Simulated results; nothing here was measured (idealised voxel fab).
Process module name: voxel spacer lines
This is section cut - it's 175 nm across, gridded in 5 nm square cells.
Square cells in a grid make up a cross-section in this document, and the grid is given as bands, listed from the top down, each one or more rows of cells.
Read a band's entry like this: the first values are the height of its top and the height of its bottom in nm, and what follows is the sequence of materials from left to right, each with its width in nm. Note that "blank" is empty space, and that a single material marked "all across" reaches across the band from edge to edge.
Where do heights start? At 0: under that level the wafer as delivered is made of one material only. And the lowest band has no floor; it just carries on downward, as in "0 and below".
Think of "30 to 40" as a width that walks from the first number to the second as you go down the band, top row to bottom row, taking equal-sized steps from row to row.
Where a step carries "nothing changed", the cross-section came out of it unchanged, cell for cell.
Heads up: "Sealed internal cavities" only lists the empty pockets with no open path to the top that are 8 cells or more, and it writes them as width x height at distance, distance from the left edge, in nm.
Note: text after step settings on the step line = simulator remark on that step.
overlay nm: mask offset rightward from planned place, masked step; negative means leftward offset.

## Steps planned for the process
step 1: RECEIVE | material Si
step 2: CONFORMAL_DEP | material Al2O3 | thk nm 10
step 3: DIRECTIONAL_DEP | material TiN | thk nm 15
step 4: DIRECTIONAL_DEP | material polySi | thk nm 25
step 5: PATTERN | tone cover | mask id MANDREL | material resist | width nm 25 | pitch nm 70 | thk nm 30 | overlay nm 0
step 6: DIRECTIONAL_ETCH | etch materials polySi | depth nm 25
step 7: STRIP | etch materials resist
step 8: CONFORMAL_DEP | material SiN | thk nm 10
step 9: DIRECTIONAL_ETCH | etch materials SiN | depth nm 10
step 10: STRIP | etch materials polySi
step 11: DIRECTIONAL_ETCH | etch materials TiN | depth nm 15
step 12: STRIP | etch materials SiN

## Step 1 complete: cross-section of the wafer as received
- 0 and below  Si all across
- Sealed internal cavities: none

## Module complete, cross-section. Starting point and plan per above. One mistake made in running the module
- 25 down to 10  blank (35), then TiN (10), then blank (20), then TiN (10), then blank (30), then TiN (10), then blank (20), then TiN (10), then blank (30)
- 10 down to 0  Al2O3 all across
- 0 and below  Si all across
- Sealed internal cavities: none
Where did the run depart from the plan? not per plan at step 5, really ran PATTERN | tone cover | mask id MANDREL | material resist | width nm 20 | pitch nm 70 | thk nm 30 | overlay nm 0
